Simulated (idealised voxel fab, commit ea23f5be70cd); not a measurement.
A process module follows: voxel capacitor over wiring.
In the cross-section labelled cut, the width is 270 nm and each square cell is 5 nm.
Each cross-section below is a grid of square cells, stated as bands in top-down order, with one or more rows of cells making up each band.
For a band, the entry starts with two heights in nm, that of the top and then that of the bottom, and carries on with the band's materials in order from left to right, each alongside its width in nm; the word "everywhere" beside a single material means it fills the band edge to edge, and "air" means empty space.
Convention: height 0 is the level below which the wafer, as received, is all one material. The lowest band does not terminate at the bottom but continues downward, represented as "0 -> down".
A width given as "30..40" starts at the first number in the band's top row and ends at the second number in its bottom row, shifting by an equal amount at every step from row to row.
For the purposes of this document, the phrase "all unchanged" attached to a step denotes that no cell within the cross-section was modified by that step.
The list in "Closed internal voids" covers empty spaces of 8 cells or more that cannot reach the top through any open way, and it gives each as width x height at distance; the distance is from the left edge, and width, height and distance are in nm.
Whatever follows a step's settings on its line is a remark the simulator itself makes about that step.
The setting "overlay nm" may be written on the line of a step. When the step uses a mask, the value reports how far to the right of the planned place the mask lay, and a negative value reports that it lay to the left.
Listed below are the process steps as planned
1) RECEIVE: material Si
2) CONFORMAL_DEP: material SiO2, thk nm 15
3) CONFORMAL_DEP: material SiCN, thk nm 5
4) DIRECTIONAL_DEP: material lowk, thk nm 15
5) PATTERN: tone open, mask id METAL_1, material resist, width nm 25, pitch nm 95, thk nm 15, overlay nm 0
6) DIRECTIONAL_ETCH: etch materials lowk, depth nm 15
7) DIRECTIONAL_ETCH: etch materials SiCN, depth nm 5
8) STRIP: etch materials resist
9) CONFORMAL_DEP: material TiN, thk nm 5
10) FILL_DEP: material W, thk nm 10
11) CMP: height nm 35
12) EPI: material Ru, thk nm 5
13) FILL_DEP: material SiCN, thk nm 5
14) DIRECTIONAL_DEP: material SiO2, thk nm 15
15) MASKED_ETCH: tone open, mask id PLUG_1, width nm 15, etch materials SiO2, depth nm 15, overlay nm 0
16) MASKED_ETCH: tone open, mask id PLUG_1, width nm 15, etch materials SiCN, depth nm 5, overlay nm 0
17) EPI: material Ru, thk nm 10
18) EPI: material Ru, thk nm 10
19) DIRECTIONAL_DEP: material TiN, thk nm 5
20) DIRECTIONAL_DEP: material SiN, thk nm 5
21) DIRECTIONAL_DEP: material TiN, thk nm 10
22) MASKED_ETCH: tone cover, mask id UPPER_PLATE, width nm 75, etch materials TiN, depth nm 10, overlay nm 0
23) MASKED_ETCH: tone cover, mask id UPPER_PLATE, width nm 75, etch materials SiN, depth nm 5, overlay nm 0
24) DIRECTIONAL_DEP: material aC, thk nm 10
25) PATTERN: tone cover, mask id LOWER_PLATE, material resist, width nm 85, thk nm 25, overlay nm 0
26) DIRECTIONAL_ETCH: etch materials aC, depth nm 10
27) STRIP: etch materials resist
28) DIRECTIONAL_ETCH: etch materials TiN, depth nm 5
29) STRIP: etch materials aC
30) FILL_DEP: material SiO2, thk nm 20
31) CMP: height nm 95
32) PATTERN: tone open, mask id PLUG_2, material resist, width nm 15, thk nm 20, overlay nm 0
33) DIRECTIONAL_ETCH: etch materials SiO2, depth nm 15
34) STRIP: etch materials resist
35) CONFORMAL_DEP: material TiN, thk nm 5
36) FILL_DEP: material W, thk nm 10
37) CMP: height nm 95
38) CONFORMAL_DEP: material SiCN, thk nm 5
Cross-section of the wafer as it came to us, i.e., already through step 1
  0 -> down | Si everywhere
  Closed internal voids: none
End-of-module XS, first of two wafers, run as planned
  100 -> 95 | SiCN everywhere
  95 -> 85 | SiO2: 95 / TiN: 5 / W: 5 / TiN: 5 / SiO2: 160
  85 -> 80 | SiO2: 95 / TiN: 15 / SiO2: 160
  80 -> 70 | SiO2: 85 / TiN: 75 / SiO2: 110
  70 -> 65 | SiO2: 85 / SiN: 75 / SiO2: 110
  65 -> 60 | SiO2: 80 / TiN: 85 / SiO2: 105
  60 -> 45 | SiO2: 85 / Ru: 15 / SiO2: 170
  45 -> 40 | SiCN: 85 / Ru: 15 / SiCN: 170
  40 -> 35 | SiCN: 70 / Ru: 35 / SiCN: 60 / Ru: 35 / SiCN: 70
  35 -> 20 | lowk: 75 / TiN: 5 / W: 15 / TiN: 5 / lowk: 70 / TiN: 5 / W: 15 / TiN: 5 / lowk: 75
  20 -> 15 | SiCN: 75 / TiN: 25 / SiCN: 70 / TiN: 25 / SiCN: 75
  15 -> 0 | SiO2 everywhere
  0 -> down | Si everywhere
  Closed internal voids: none
Here's the second of our two wafers sectioned at module end. Same start as the first, same plan, but one mistake got made running it
  100 -> 95 | SiCN everywhere
  95 -> 85 | SiO2: 95 / TiN: 5 / W: 5 / TiN: 5 / SiO2: 160
  85 -> 80 | SiO2: 95 / TiN: 15 / SiO2: 160
  80 -> 70 | SiO2: 85 / TiN: 75 / SiO2: 110
  70 -> 65 | SiO2: 85 / SiN: 75 / SiO2: 110
  65 -> 60 | SiO2: 80 / TiN: 85 / SiO2: 105
  60 -> 45 | SiO2: 85 / Ru: 15 / SiO2: 170
  45 -> 40 | SiCN: 85 / Ru: 15 / SiCN: 170
  40 -> 35 | SiCN: 70 / Ru: 35 / SiCN: 60 / Ru: 35 / SiCN: 70
  35 -> 30 | SiCN: 75 / TiN: 25 / SiCN: 70 / TiN: 25 / SiCN: 75
  30 -> 0 | SiO2 everywhere
  0 -> down | Si everywhere
  Closed internal voids: none
What was the processing mistake? twice, step 2 of the plan was run
Upon completion, the second wafer contains, in terms of cells, a greater or smaller amount of certain materials than the first wafer: SiO2 +162; TiN -12; W -18; lowk -132
